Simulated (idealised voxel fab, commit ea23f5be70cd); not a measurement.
A process module follows: voxel self aligned contacts.
Displayed cross-section: cut, width of 185 nm, square cells sized 5 nm.
For the purposes of this document, a cross-section shall be understood as a grid of square cells, specified as bands listed in top-to-bottom order, each band consisting of one or more rows of cells. Band entry format. Leading values: height of top, height of bottom, nm. Remainder: materials in left-to-right order, each with its width in nm. Special words: "full width" on a single material, which then fills the band edge to edge; "air", empty space. Heights are expressed relative to 0, this being the level below which the as-received wafer comprises one material exclusively. The lowest band is unbounded in the downward direction and is denoted as in "0 nm and below". With a width like "30..40", each row of cells in the band differs from the next by the same amount, the top row carrying the first number and the bottom row the second. "nothing altered" -> step changed no cross-section cell. "Enclosed internal cavities" means: voids of 8 cells or more that are shut off from the top with no open way through. Written width x height at distance, distance from the left edge, in nm. What comes after the settings on a step's line is commentary from the simulator itself on that step. "overlay nm" answers the question of how far to the right of plan the mask lay on a step that has a mask, and when it is negative the answer is to the left. Quick note on how to read the rest: it's all pairs. You get the cross-section before a process step and the one after, but the after one only goes down as far as the lowest band that changed. The step in between, with its settings, sits under the pair. Heads up, the pairs can come from different runs of this module on the same starting wafer, so don't assume a pair picks up from the one above unless its "before" entry says it does.
before
70 nm to 50 nm = 20 nm air | 30 nm resist | 30 nm air | 30 nm resist | 30 nm air | 30 nm resist | 15 nm air
50 nm to 30 nm = SiN full width
30 nm to 5 nm = polySi full width
5 nm to 0 nm = SiO2 full width
0 nm and below = Si full width
Enclosed internal cavities: none
Post-Step Geometry
70 nm to 50 nm = 20 nm air | 30 nm resist | 30 nm air | 30 nm resist | 30 nm air | 30 nm resist | 15 nm air
50 nm to 30 nm = 20 nm air | 30 nm SiN | 30 nm air | 30 nm SiN | 30 nm air | 30 nm SiN | 15 nm air
Below 30, no change.
Enclosed internal cavities: none
Link between the two cross-sections above: DIRECTIONAL_ETCH (etch materials SiN; depth nm 20)
before: as shown after the step in the preceding pair, directly above.
Post-Step Geometry
70 nm to 50 nm = 20 nm air | 30 nm resist | 30 nm air | 30 nm resist | 30 nm air | 30 nm resist | 15 nm air
50 nm to 30 nm = 20 nm air | 30 nm SiN | 30 nm air | 30 nm SiN | 30 nm air | 30 nm SiN | 15 nm air
30 nm to 5 nm = 20 nm air | 30 nm polySi | 30 nm air | 30 nm polySi | 30 nm air | 30 nm polySi | 15 nm air
Below 5, no change.
Enclosed internal cavities: none
Link between the two cross-sections above: DIRECTIONAL_ETCH (etch materials polySi; depth nm 25)
before: as shown after the step in the preceding pair, directly above.
Post-Step Geometry
50 nm to 30 nm = 20 nm air | 30 nm SiN | 30 nm air | 30 nm SiN | 30 nm air | 30 nm SiN | 15 nm air
Below 30, no change.
Enclosed internal cavities: none
Link between the two cross-sections above: STRIP (etch materials resist)
before: as shown after the step in the preceding pair, directly above.
Post-Step Geometry
55 nm to 30 nm = 15 nm air | 40 nm SiN | 20 nm air | 40 nm SiN | 20 nm air | 40 nm SiN | 10 nm air
30 nm to 10 nm = 15 nm air | 5 nm SiN | 30 nm polySi | 5 nm SiN | 20 nm air | 5 nm SiN | 30 nm polySi | 5 nm SiN | 20 nm air | 5 nm SiN | 30 nm polySi | 5 nm SiN | 10 nm air
10 nm to 5 nm = 20 nm SiN | 30 nm polySi | 30 nm SiN | 30 nm polySi | 30 nm SiN | 30 nm polySi | 15 nm SiN
Below 5, no change.
Enclosed internal cavities: none
Link between the two cross-sections above: CONFORMAL_DEP (material SiN; thk nm 5)
before: as shown after the step in the preceding pair, directly above.
Post-Step Geometry
50 nm to 30 nm = 15 nm air | 40 nm SiN | 20 nm air | 40 nm SiN | 20 nm air | 40 nm SiN | 10 nm air
30 nm to 5 nm = 15 nm air | 5 nm SiN | 30 nm polySi | 5 nm SiN | 20 nm air | 5 nm SiN | 30 nm polySi | 5 nm SiN | 20 nm air | 5 nm SiN | 30 nm polySi | 5 nm SiN | 10 nm air
Below 5, no change.
Enclosed internal cavities: none
Link between the two cross-sections above: DIRECTIONAL_ETCH (etch materials SiN; depth nm 5)
before: as shown after the step in the preceding pair, directly above.
Post-Step Geometry
70 nm to 50 nm = SiO2 full width
50 nm to 30 nm = 15 nm SiO2 | 40 nm SiN | 20 nm SiO2 | 40 nm SiN | 20 nm SiO2 | 40 nm SiN | 10 nm SiO2
30 nm to 5 nm = 15 nm SiO2 | 5 nm SiN | 30 nm polySi | 5 nm SiN | 20 nm SiO2 | 5 nm SiN | 30 nm polySi | 5 nm SiN | 20 nm SiO2 | 5 nm SiN | 30 nm polySi | 5 nm SiN | 10 nm SiO2
Below 5, no change.
Enclosed internal cavities: none
Link between the two cross-sections above: FILL_DEP (material SiO2; thk nm 20)
before: as shown after the step in the preceding pair, directly above.
Post-Step Geometry
60 nm to 50 nm = SiO2 full width
Below 50, no change.
Enclosed internal cavities: none
Link between the two cross-sections above: CMP (height nm 60)
before: as shown after the step in the preceding pair, directly above.
Post-Step Geometry
75 nm to 60 nm = 40 nm resist | 45 nm air | 15 nm resist | 45 nm air | 40 nm resist
Below 60, no change.
Enclosed internal cavities: none
Link between the two cross-sections above: PATTERN (tone open; mask id CONTACT; material resist; width nm 45; pitch nm 60; thk nm 15; overlay nm 0)
before: as shown after the step in the preceding pair, directly above.
Post-Step Geometry
75 nm to 60 nm = 40 nm resist | 45 nm air | 15 nm resist | 45 nm air | 40 nm resist
60 nm to 50 nm = 40 nm SiO2 | 45 nm air | 15 nm SiO2 | 45 nm air | 40 nm SiO2
50 nm to 30 nm = 15 nm SiO2 | 40 nm SiN | 20 nm air | 40 nm SiN | 20 nm air | 40 nm SiN | 10 nm SiO2
30 nm to 5 nm = 15 nm SiO2 | 5 nm SiN | 30 nm polySi | 5 nm SiN | 20 nm air | 5 nm SiN | 30 nm polySi | 5 nm SiN | 20 nm air | 5 nm SiN | 30 nm polySi | 5 nm SiN | 10 nm SiO2
5 nm to 0 nm = 55 nm SiO2 | 20 nm air | 40 nm SiO2 | 20 nm air | 50 nm SiO2
Below 0, no change.
Enclosed internal cavities: none
Link between the two cross-sections above: DIRECTIONAL_ETCH (etch materials SiO2; depth nm 60)
before: as shown after the step in the preceding pair, directly above.
Post-Step Geometry
60 nm to 50 nm = 40 nm SiO2 | 45 nm air | 15 nm SiO2 | 45 nm air | 40 nm SiO2
Below 50, no change.
Enclosed internal cavities: none
Link between the two cross-sections above: STRIP (etch materials resist)
before: as shown after the step in the preceding pair, directly above.
Post-Step Geometry
65 nm to 60 nm = 45 nm TiN | 35 nm air | 25 nm TiN | 35 nm air | 45 nm TiN
60 nm to 50 nm = 40 nm SiO2 | 5..20 nm TiN | 35..10 nm air | 5..15 nm TiN | 15 nm SiO2 | 5..20 nm TiN | 35..10 nm air | 5..15 nm TiN | 40 nm SiO2
50 nm to 30 nm = 15 nm SiO2 | 40 nm SiN | 5 nm TiN | 10 nm air | 5 nm TiN | 40 nm SiN | 5 nm TiN | 10 nm air | 5 nm TiN | 40 nm SiN | 10 nm SiO2
30 nm to 5 nm = 15 nm SiO2 | 5 nm SiN | 30 nm polySi | 5 nm SiN | 5 nm TiN | 10 nm air | 5 nm TiN | 5 nm SiN | 30 nm polySi | 5 nm SiN | 5 nm TiN | 10 nm air | 5 nm TiN | 5 nm SiN | 30 nm polySi | 5 nm SiN | 10 nm SiO2
5 nm to 0 nm = 55 nm SiO2 | 20 nm TiN | 40 nm SiO2 | 20 nm TiN | 50 nm SiO2
Below 0, no change.
Enclosed internal cavities: none
Link between the two cross-sections above: CONFORMAL_DEP (material TiN; thk nm 5)
before: as shown after the step in the preceding pair, directly above.
Post-Step Geometry
75 nm to 65 nm = Ru full width
65 nm to 60 nm = 45 nm TiN | 35 nm Ru | 25 nm TiN | 35 nm Ru | 45 nm TiN
60 nm to 50 nm = 40 nm SiO2 | 5..20 nm TiN | 35..10 nm Ru | 5..15 nm TiN | 15 nm SiO2 | 5..20 nm TiN | 35..10 nm Ru | 5..15 nm TiN | 40 nm SiO2
50 nm to 30 nm = 15 nm SiO2 | 40 nm SiN | 5 nm TiN | 10 nm Ru | 5 nm TiN | 40 nm SiN | 5 nm TiN | 10 nm Ru | 5 nm TiN | 40 nm SiN | 10 nm SiO2
30 nm to 5 nm = 15 nm SiO2 | 5 nm SiN | 30 nm polySi | 5 nm SiN | 5 nm TiN | 10 nm Ru | 5 nm TiN | 5 nm SiN | 30 nm polySi | 5 nm SiN | 5 nm TiN | 10 nm Ru | 5 nm TiN | 5 nm SiN | 30 nm polySi | 5 nm SiN | 10 nm SiO2
Below 5, no change.
Enclosed internal cavities: none
Link between the two cross-sections above: FILL_DEP (material Ru; thk nm 10)
before: as shown after the step in the preceding pair, directly above.
Post-Step Geometry
60 nm to 50 nm = 40 nm SiO2 | 5..20 nm TiN | 35..10 nm Ru | 5..15 nm TiN | 15 nm SiO2 | 5..20 nm TiN | 35..10 nm Ru | 5..15 nm TiN | 40 nm SiO2
Below 50, no change.
Enclosed internal cavities: none
Link between the two cross-sections above: CMP (height nm 60)
before: as shown after the step in the preceding pair, directly above.
Post-Step Geometry
65 nm to 60 nm = SiCN full width
Below 60, no change.
Enclosed internal cavities: none
Link between the two cross-sections above: CONFORMAL_DEP (material SiCN; thk nm 5)
before
60 nm to 50 nm = SiO2 full width
50 nm to 30 nm = 15 nm SiO2 | 35 nm SiN | 25 nm SiO2 | 35 nm SiN | 25 nm SiO2 | 35 nm SiN | 15 nm SiO2
30 nm to 5 nm = 15 nm SiO2 | 5 nm SiN | 25 nm polySi | 5 nm SiN | 25 nm SiO2 | 5 nm SiN | 25 nm polySi | 5 nm SiN | 25 nm SiO2 | 5 nm SiN | 25 nm polySi | 5 nm SiN | 15 nm SiO2
5 nm to 0 nm = SiO2 full width
0 nm and below = Si full width
Enclosed internal cavities: none
Post-Step Geometry
75 nm to 60 nm = 30 nm resist | 45 nm air | 15 nm resist | 45 nm air | 50 nm resist
Below 60, no change.
Enclosed internal cavities: none
Link between the two cross-sections above: PATTERN (tone open; mask id CONTACT; material resist; width nm 45; pitch nm 60; thk nm 15; overlay nm -10)
before: as shown after the step in the preceding pair, directly above.
Post-Step Geometry
75 nm to 60 nm = 30 nm resist | 45 nm air | 15 nm resist | 45 nm air | 50 nm resist
60 nm to 50 nm = 30 nm SiO2 | 45 nm air | 15 nm SiO2 | 45 nm air | 50 nm SiO2
50 nm to 30 nm = 15 nm SiO2 | 35 nm SiN | 25 nm air | 35 nm SiN | 25 nm air | 35 nm SiN | 15 nm SiO2
30 nm to 5 nm = 15 nm SiO2 | 5 nm SiN | 25 nm polySi | 5 nm SiN | 25 nm air | 5 nm SiN | 25 nm polySi | 5 nm SiN | 25 nm air | 5 nm SiN | 25 nm polySi | 5 nm SiN | 15 nm SiO2
5 nm to 0 nm = 50 nm SiO2 | 25 nm air | 35 nm SiO2 | 25 nm air | 50 nm SiO2
Below 0, no change.
Enclosed internal cavities: none
Link between the two cross-sections above: DIRECTIONAL_ETCH (etch materials SiO2; depth nm 60)
before: as shown after the step in the preceding pair, directly above.
Post-Step Geometry
60 nm to 50 nm = 30 nm SiO2 | 45 nm air | 15 nm SiO2 | 45 nm air | 50 nm SiO2
Below 50, no change.
Enclosed internal cavities: none
Link between the two cross-sections above: STRIP (etch materials resist)
before: as shown after the step in the preceding pair, directly above.
Post-Step Geometry
65 nm to 60 nm = 35 nm TiN | 35 nm air | 25 nm TiN | 35 nm air | 55 nm TiN
60 nm to 50 nm = 30 nm SiO2 | 5..25 nm TiN | 35..15 nm air | 5 nm TiN | 15 nm SiO2 | 5..25 nm TiN | 35..15 nm air | 5 nm TiN | 50 nm SiO2
50 nm to 30 nm = 15 nm SiO2 | 35 nm SiN | 5 nm TiN | 15 nm air | 5 nm TiN | 35 nm SiN | 5 nm TiN | 15 nm air | 5 nm TiN | 35 nm SiN | 15 nm SiO2
30 nm to 5 nm = 15 nm SiO2 | 5 nm SiN | 25 nm polySi | 5 nm SiN | 5 nm TiN | 15 nm air | 5 nm TiN | 5 nm SiN | 25 nm polySi | 5 nm SiN | 5 nm TiN | 15 nm air | 5 nm TiN | 5 nm SiN | 25 nm polySi | 5 nm SiN | 15 nm SiO2
5 nm to 0 nm = 50 nm SiO2 | 25 nm TiN | 35 nm SiO2 | 25 nm TiN | 50 nm SiO2
Below 0, no change.
Enclosed internal cavities: none
Link between the two cross-sections above: CONFORMAL_DEP (material TiN; thk nm 5)
before: as shown after the step in the preceding pair, directly above.
Post-Step Geometry
75 nm to 65 nm = Ru full width
65 nm to 60 nm = 35 nm TiN | 35 nm Ru | 25 nm TiN | 35 nm Ru | 55 nm TiN
60 nm to 50 nm = 30 nm SiO2 | 5..25 nm TiN | 35..15 nm Ru | 5 nm TiN | 15 nm SiO2 | 5..25 nm TiN | 35..15 nm Ru | 5 nm TiN | 50 nm SiO2
50 nm to 30 nm = 15 nm SiO2 | 35 nm SiN | 5 nm TiN | 15 nm Ru | 5 nm TiN | 35 nm SiN | 5 nm TiN | 15 nm Ru | 5 nm TiN | 35 nm SiN | 15 nm SiO2
30 nm to 5 nm = 15 nm SiO2 | 5 nm SiN | 25 nm polySi | 5 nm SiN | 5 nm TiN | 15 nm Ru | 5 nm TiN | 5 nm SiN | 25 nm polySi | 5 nm SiN | 5 nm TiN | 15 nm Ru | 5 nm TiN | 5 nm SiN | 25 nm polySi | 5 nm SiN | 15 nm SiO2
Below 5, no change.
Enclosed internal cavities: none
Link between the two cross-sections above: FILL_DEP (material Ru; thk nm 10)
before: as shown after the step in the preceding pair, directly above.
Post-Step Geometry
60 nm to 50 nm = 30 nm SiO2 | 5..25 nm TiN | 35..15 nm Ru | 5 nm TiN | 15 nm SiO2 | 5..25 nm TiN | 35..15 nm Ru | 5 nm TiN | 50 nm SiO2
Below 50, no change.
Enclosed internal cavities: none
Link between the two cross-sections above: CMP (height nm 60)
before: as shown after the step in the preceding pair, directly above.
Post-Step Geometry
65 nm to 60 nm = SiCN full width
Below 60, no change.
Enclosed internal cavities: none
Link between the two cross-sections above: CONFORMAL_DEP (material SiCN; thk nm 5)
before
60 nm to 50 nm = 40 nm SiO2 | 45 nm air | 15 nm SiO2 | 45 nm air | 40 nm SiO2
50 nm to 30 nm = 15 nm SiO2 | 35 nm SiN | 25 nm air | 35 nm SiN | 25 nm air | 35 nm SiN | 15 nm SiO2
30 nm to 5 nm = 15 nm SiO2 | 5 nm SiN | 25 nm polySi | 5 nm SiN | 25 nm air | 5 nm SiN | 25 nm polySi | 5 nm SiN | 25 nm air | 5 nm SiN | 25 nm polySi | 5 nm SiN | 15 nm SiO2
5 nm to 0 nm = 50 nm SiO2 | 25 nm air | 35 nm SiO2 | 25 nm air | 50 nm SiO2
0 nm and below = Si full width
Enclosed internal cavities: none
Post-Step Geometry
65 nm to 60 nm = 45 nm SiCN | 35 nm air | 25 nm SiCN | 35 nm air | 45 nm SiCN
60 nm to 50 nm = 40 nm SiO2 | 5..15 nm SiCN | 35..15 nm air | 5..15 nm SiCN | 15 nm SiO2 | 5..15 nm SiCN | 35..15 nm air | 5..15 nm SiCN | 40 nm SiO2
50 nm to 30 nm = 15 nm SiO2 | 35 nm SiN | 5 nm SiCN | 15 nm air | 5 nm SiCN | 35 nm SiN | 5 nm SiCN | 15 nm air | 5 nm SiCN | 35 nm SiN | 15 nm SiO2
30 nm to 5 nm = 15 nm SiO2 | 5 nm SiN | 25 nm polySi | 5 nm SiN | 5 nm SiCN | 15 nm air | 5 nm SiCN | 5 nm SiN | 25 nm polySi | 5 nm SiN | 5 nm SiCN | 15 nm air | 5 nm SiCN | 5 nm SiN | 25 nm polySi | 5 nm SiN | 15 nm SiO2
5 nm to 0 nm = 50 nm SiO2 | 25 nm SiCN | 35 nm SiO2 | 25 nm SiCN | 50 nm SiO2
Below 0, no change.
Enclosed internal cavities: none
Link between the two cross-sections above: CONFORMAL_DEP (material SiCN; thk nm 5)
before: as shown after the step in the preceding pair, directly above.
Post-Step Geometry
75 nm to 65 nm = Ru full width
65 nm to 60 nm = 45 nm SiCN | 35 nm Ru | 25 nm SiCN | 35 nm Ru | 45 nm SiCN
60 nm to 50 nm = 40 nm SiO2 | 5..15 nm SiCN | 35..15 nm Ru | 5..15 nm SiCN | 15 nm SiO2 | 5..15 nm SiCN | 35..15 nm Ru | 5..15 nm SiCN | 40 nm SiO2
50 nm to 30 nm = 15 nm SiO2 | 35 nm SiN | 5 nm SiCN | 15 nm Ru | 5 nm SiCN | 35 nm SiN | 5 nm SiCN | 15 nm Ru | 5 nm SiCN | 35 nm SiN | 15 nm SiO2
30 nm to 5 nm = 15 nm SiO2 | 5 nm SiN | 25 nm polySi | 5 nm SiN | 5 nm SiCN | 15 nm Ru | 5 nm SiCN | 5 nm SiN | 25 nm polySi | 5 nm SiN | 5 nm SiCN | 15 nm Ru | 5 nm SiCN | 5 nm SiN | 25 nm polySi | 5 nm SiN | 15 nm SiO2
Below 5, no change.
Enclosed internal cavities: none
Link between the two cross-sections above: FILL_DEP (material Ru; thk nm 10)
before: as shown after the step in the preceding pair, directly above.
Post-Step Geometry
60 nm to 50 nm = 40 nm SiO2 | 5..15 nm SiCN | 35..15 nm Ru | 5..15 nm SiCN | 15 nm SiO2 | 5..15 nm SiCN | 35..15 nm Ru | 5..15 nm SiCN | 40 nm SiO2
Below 50, no change.
Enclosed internal cavities: none
Link between the two cross-sections above: CMP (height nm 60)
before: as shown after the step in the preceding pair, directly above.
Post-Step Geometry
65 nm to 60 nm = SiCN full width
Below 60, no change.
Enclosed internal cavities: none
Link between the two cross-sections above: CONFORMAL_DEP (material SiCN; thk nm 5)
before
50 nm to 30 nm = SiN full width
30 nm to 5 nm = polySi full width
5 nm to 0 nm = SiO2 full width
0 nm and below = Si full width
Enclosed internal cavities: none
Post-Step Geometry
70 nm to 50 nm = 20 nm resist | 25 nm air | 35 nm resist | 25 nm air | 35 nm resist | 25 nm air | 20 nm resist
Below 50, no change.
Enclosed internal cavities: none
Link between the two cross-sections above: PATTERN (tone open; mask id GATE; material resist; width nm 25; pitch nm 60; thk nm 20; overlay nm 0)
before: as shown after the step in the preceding pair, directly above.
Post-Step Geometry
70 nm to 50 nm = 20 nm resist | 25 nm air | 35 nm resist | 25 nm air | 35 nm resist | 25 nm air | 20 nm resist
50 nm to 30 nm = 20 nm SiN | 25 nm air | 35 nm SiN | 25 nm air | 35 nm SiN | 25 nm air | 20 nm SiN
Below 30, no change.
Enclosed internal cavities: none
Link between the two cross-sections above: DIRECTIONAL_ETCH (etch materials SiN; depth nm 20)
before: as shown after the step in the preceding pair, directly above.
Post-Step Geometry
70 nm to 50 nm = 20 nm resist | 25 nm air | 35 nm resist | 25 nm air | 35 nm resist | 25 nm air | 20 nm resist
50 nm to 30 nm = 20 nm SiN | 25 nm air | 35 nm SiN | 25 nm air | 35 nm SiN | 25 nm air | 20 nm SiN
30 nm to 5 nm = 20 nm polySi | 25 nm air | 35 nm polySi | 25 nm air | 35 nm polySi | 25 nm air | 20 nm polySi
Below 5, no change.
Enclosed internal cavities: none
Link between the two cross-sections above: DIRECTIONAL_ETCH (etch materials polySi; depth nm 25)
before: as shown after the step in the preceding pair, directly above.
Post-Step Geometry
50 nm to 30 nm = 20 nm SiN | 25 nm air | 35 nm SiN | 25 nm air | 35 nm SiN | 25 nm air | 20 nm SiN
Below 30, no change.
Enclosed internal cavities: none
Link between the two cross-sections above: STRIP (etch materials resist)
before: as shown after the step in the preceding pair, directly above.
Post-Step Geometry
55 nm to 30 nm = 25 nm SiN | 15 nm air | 45 nm SiN | 15 nm air | 45 nm SiN | 15 nm air | 25 nm SiN
30 nm to 10 nm = 20 nm polySi | 5 nm SiN | 15 nm air | 5 nm SiN | 35 nm polySi | 5 nm SiN | 15 nm air | 5 nm SiN | 35 nm polySi | 5 nm SiN | 15 nm air | 5 nm SiN | 20 nm polySi
10 nm to 5 nm = 20 nm polySi | 25 nm SiN | 35 nm polySi | 25 nm SiN | 35 nm polySi | 25 nm SiN | 20 nm polySi
Below 5, no change.
Enclosed internal cavities: none
Link between the two cross-sections above: CONFORMAL_DEP (material SiN; thk nm 5)
before: as shown after the step in the preceding pair, directly above.
Post-Step Geometry
50 nm to 30 nm = 25 nm SiN | 15 nm air | 45 nm SiN | 15 nm air | 45 nm SiN | 15 nm air | 25 nm SiN
30 nm to 5 nm = 20 nm polySi | 5 nm SiN | 15 nm air | 5 nm SiN | 35 nm polySi | 5 nm SiN | 15 nm air | 5 nm SiN | 35 nm polySi | 5 nm SiN | 15 nm air | 5 nm SiN | 20 nm polySi
Below 5, no change.
Enclosed internal cavities: none
Link between the two cross-sections above: DIRECTIONAL_ETCH (etch materials SiN; depth nm 5)
before: as shown after the step in the preceding pair, directly above.
Post-Step Geometry
70 nm to 50 nm = SiO2 full width
50 nm to 30 nm = 25 nm SiN | 15 nm SiO2 | 45 nm SiN | 15 nm SiO2 | 45 nm SiN | 15 nm SiO2 | 25 nm SiN
30 nm to 5 nm = 20 nm polySi | 5 nm SiN | 15 nm SiO2 | 5 nm SiN | 35 nm polySi | 5 nm SiN | 15 nm SiO2 | 5 nm SiN | 35 nm polySi | 5 nm SiN | 15 nm SiO2 | 5 nm SiN | 20 nm polySi
Below 5, no change.
Enclosed internal cavities: none
Link between the two cross-sections above: FILL_DEP (material SiO2; thk nm 20)
before: as shown after the step in the preceding pair, directly above.
Post-Step Geometry
60 nm to 50 nm = SiO2 full width
Below 50, no change.
Enclosed internal cavities: none
Link between the two cross-sections above: CMP (height nm 60)
before: as shown after the step in the preceding pair, directly above.
Post-Step Geometry
75 nm to 60 nm = 40 nm resist | 45 nm air | 15 nm resist | 45 nm air | 40 nm resist
Below 60, no change.
Enclosed internal cavities: none
Link between the two cross-sections above: PATTERN (tone open; mask id CONTACT; material resist; width nm 45; pitch nm 60; thk nm 15; overlay nm 0)
before: as shown after the step in the preceding pair, directly above.
Post-Step Geometry
75 nm to 60 nm = 40 nm resist | 45 nm air | 15 nm resist | 45 nm air | 40 nm resist
60 nm to 50 nm = 40 nm SiO2 | 45 nm air | 15 nm SiO2 | 45 nm air | 40 nm SiO2
Below 50, no change.
Enclosed internal cavities: none
Link between the two cross-sections above: DIRECTIONAL_ETCH (etch materials SiO2; depth nm 60)
before: as shown after the step in the preceding pair, directly above.
Post-Step Geometry
60 nm to 50 nm = 40 nm SiO2 | 45 nm air | 15 nm SiO2 | 45 nm air | 40 nm SiO2
Below 50, no change.
Enclosed internal cavities: none
Link between the two cross-sections above: STRIP (etch materials resist)
before: as shown after the step in the preceding pair, directly above.
Post-Step Geometry
65 nm to 60 nm = 45 nm TiN | 35 nm air | 25 nm TiN | 35 nm air | 45 nm TiN
60 nm to 55 nm = 40 nm SiO2 | 5 nm TiN | 35 nm air | 5 nm TiN | 15 nm SiO2 | 5 nm TiN | 35 nm air | 5 nm TiN | 40 nm SiO2
55 nm to 50 nm = 40 nm SiO2 | 45 nm TiN | 15 nm SiO2 | 45 nm TiN | 40 nm SiO2
Below 50, no change.
Enclosed internal cavities: none
Link between the two cross-sections above: CONFORMAL_DEP (material TiN; thk nm 5)
before: as shown after the step in the preceding pair, directly above.
Post-Step Geometry
75 nm to 65 nm = Ru full width
65 nm to 60 nm = 45 nm TiN | 35 nm Ru | 25 nm TiN | 35 nm Ru | 45 nm TiN
60 nm to 55 nm = 40 nm SiO2 | 5 nm TiN | 35 nm Ru | 5 nm TiN | 15 nm SiO2 | 5 nm TiN | 35 nm Ru | 5 nm TiN | 40 nm SiO2
Below 55, no change.
Enclosed internal cavities: none
Link between the two cross-sections above: FILL_DEP (material Ru; thk nm 10)
before: as shown after the step in the preceding pair, directly above.
Post-Step Geometry
60 nm to 55 nm = 40 nm SiO2 | 5 nm TiN | 35 nm Ru | 5 nm TiN | 15 nm SiO2 | 5 nm TiN | 35 nm Ru | 5 nm TiN | 40 nm SiO2
Below 55, no change.
Enclosed internal cavities: none
Link between the two cross-sections above: CMP (height nm 60)
before: as shown after the step in the preceding pair, directly above.
Post-Step Geometry
65 nm to 60 nm = SiCN full width
Below 60, no change.
Enclosed internal cavities: none
Link between the two cross-sections above: CONFORMAL_DEP (material SiCN; thk nm 5)
